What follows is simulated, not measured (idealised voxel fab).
process module | voxel released beams
cross-section cut | 210 nm wide | cells 5 nm
A cross-section is a grid of square cells, given in bands from the top down. A band is one or more rows of cells.
Each band's line starts with the height of the band's top and of its bottom, in nm. Then come its materials from left to right, each with its width in nm. One material with "throughout" fills the band from edge to edge. "air" is empty space.
Height 0 is the level under which the wafer as received is all one material. The lowest band goes on downwards, as in "0 down".
A width such as "30 to 40" changes by the same amount from each row of cells to the next, from the band's top row to its bottom row.
"no change" after a step means that no cell of the cross-section changed.
closed voids: empty space of 8 cells or more with no open way to the top, each as width x height at its distance from the left edge, in nm
after a step's settings: what the simulator itself notes on the step
overlay nm, on a step with a mask: how far to the right of its planned place the mask lay; to the left if negative
plan
1 op RECEIVE | material Si
2 op CONFORMAL_DEP | material Al2O3 | thk nm 5
3 op DIRECTIONAL_DEP | material SiO2 | thk nm 20
4 op DIRECTIONAL_DEP | material aC | thk nm 10
5 op PATTERN | tone open | mask id ANCHOR | material resist | width nm 35 | thk nm 25 | overlay nm 0
6 op DIRECTIONAL_ETCH | etch materials aC | depth nm 10
7 op STRIP | etch materials resist
8 op DIRECTIONAL_ETCH | etch materials SiO2 | depth nm 20
9 op STRIP | etch materials aC
10 op CONFORMAL_DEP | material W | thk nm 10
11 op MASKED_ETCH | tone cover | mask id BEAM | width nm 80 | etch materials W | depth nm 10 | overlay nm 0
12 op STRIP | etch materials SiO2
first wafer, as planned
as received, after step 1
  0 down: Si throughout
  closed voids: none
after step 2
  5 to 0: Al2O3 throughout
  below 0: unchanged
after step 3
  25 to 5: SiO2 throughout
  below 5: unchanged
after step 4
  35 to 25: aC throughout
  below 25: unchanged
after step 5
  60 to 35: resist 65 | air 35 | resist 110
  below 35: unchanged
after step 6
  50 to 35: resist 65 | air 35 | resist 110
  35 to 25: aC 65 | air 35 | aC 110
  below 25: unchanged
after step 7
  35 to 25: aC 65 | air 35 | aC 110
  below 25: unchanged
after step 8
  35 to 25: aC 65 | air 35 | aC 110
  25 to 5: SiO2 65 | air 35 | SiO2 110
  below 5: unchanged
after step 9
  25 to 5: SiO2 65 | air 35 | SiO2 110
  below 5: unchanged
after step 10
  35 to 25: W 75 | air 15 | W 120
  25 to 15: SiO2 65 | W 10 | air 15 | W 10 | SiO2 110
  15 to 5: SiO2 65 | W 35 | SiO2 110
  below 5: unchanged
after step 11
  35 to 25: air 60 | W 15 | air 15 | W 50 | air 70
  below 25: unchanged
after step 12
  35 to 25: air 60 | W 15 | air 15 | W 50 | air 70
  25 to 15: air 65 | W 10 | air 15 | W 10 | air 110
  15 to 5: air 65 | W 35 | air 110
  below 5: unchanged
second wafer: like start, like plan, one mistake. Through step 1 it matches the first wafer
when step 2 should have ended: no change
when step 3 should have ended
  20 to 0: SiO2 throughout
  below 0: unchanged
when step 4 should have ended
  30 to 20: aC throughout
  below 20: unchanged
when step 5 should have ended
  55 to 30: resist 65 | air 35 | resist 110
  below 30: unchanged
when step 6 should have ended
  45 to 30: resist 65 | air 35 | resist 110
  30 to 20: aC 65 | air 35 | aC 110
  below 20: unchanged
when step 7 should have ended
  30 to 20: aC 65 | air 35 | aC 110
  below 20: unchanged
when step 8 should have ended
  30 to 20: aC 65 | air 35 | aC 110
  20 to 0: SiO2 65 | air 35 | SiO2 110
  below 0: unchanged
when step 9 should have ended
  20 to 0: SiO2 65 | air 35 | SiO2 110
  below 0: unchanged
when step 10 should have ended
  30 to 20: W 75 | air 15 | W 120
  20 to 10: SiO2 65 | W 10 | air 15 | W 10 | SiO2 110
  10 to 0: SiO2 65 | W 35 | SiO2 110
  below 0: unchanged
when step 11 should have ended
  30 to 20: air 60 | W 15 | air 15 | W 50 | air 70
  below 20: unchanged
when step 12 should have ended
  30 to 20: air 60 | W 15 | air 15 | W 50 | air 70
  20 to 10: air 65 | W 10 | air 15 | W 10 | air 110
  10 to 0: air 65 | W 35 | air 110
  below 0: unchanged
what went wrong: step 2 was left out
at the end the second wafer has, in cells: 42 fewer of Al2O3
